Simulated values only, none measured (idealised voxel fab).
process module | voxel spacer lines
cross-section cut | 190 nm wide | cells 5 nm
A cross-section is a grid of square cells, given in bands from the top down. A band is one or more rows of cells.
Each band's line starts with the height of the band's top and of its bottom, in nm. Then come its materials from left to right, each with its width in nm. One material with "throughout" fills the band from edge to edge. "air" is empty space.
Height 0 is the level under which the wafer as received is all one material. The lowest band goes on downwards, as in "0 down".
A width such as "30 to 40" changes by the same amount from each row of cells to the next, from the band's top row to its bottom row.
"no change" after a step means that no cell of the cross-section changed.
closed voids: empty space of 8 cells or more with no open way to the top, each as width x height at its distance from the left edge, in nm
after a step's settings: what the simulator itself notes on the step
overlay nm, on a step with a mask: how far to the right of its planned place the mask lay; to the left if negative
plan
1 op RECEIVE | material Si
2 op CONFORMAL_DEP | material Al2O3 | thk nm 10
3 op DIRECTIONAL_DEP | material TiN | thk nm 10
4 op DIRECTIONAL_DEP | material aC | thk nm 30
5 op PATTERN | tone cover | mask id MANDREL | material resist | width nm 15 | pitch nm 50 | thk nm 40 | overlay nm 0
6 op DIRECTIONAL_ETCH | etch materials aC | depth nm 30
7 op STRIP | etch materials resist
8 op CONFORMAL_DEP | material SiN | thk nm 10
9 op DIRECTIONAL_ETCH | etch materials SiN | depth nm 10
10 op STRIP | etch materials aC
11 op DIRECTIONAL_ETCH | etch materials TiN | depth nm 10
12 op STRIP | etch materials SiN
as received, after step 1
  0 down: Si throughout
  closed voids: none
first wafer at the end, as planned
  20 to 10: air 50 | TiN 10 | air 15 | TiN 10 | air 15 | TiN 10 | air 15 | TiN 10 | air 55
  10 to 0: Al2O3 throughout
  0 down: Si throughout
  closed voids: none
second wafer at the end: like start, like plan, one mistake
  20 to 10: Al2O3 throughout
  10 to 0: TiN throughout
  0 down: Si throughout
  closed voids: none
what went wrong: steps 2 and 3 were swapped
at the end the second wafer has, in cells: 60 more of TiN
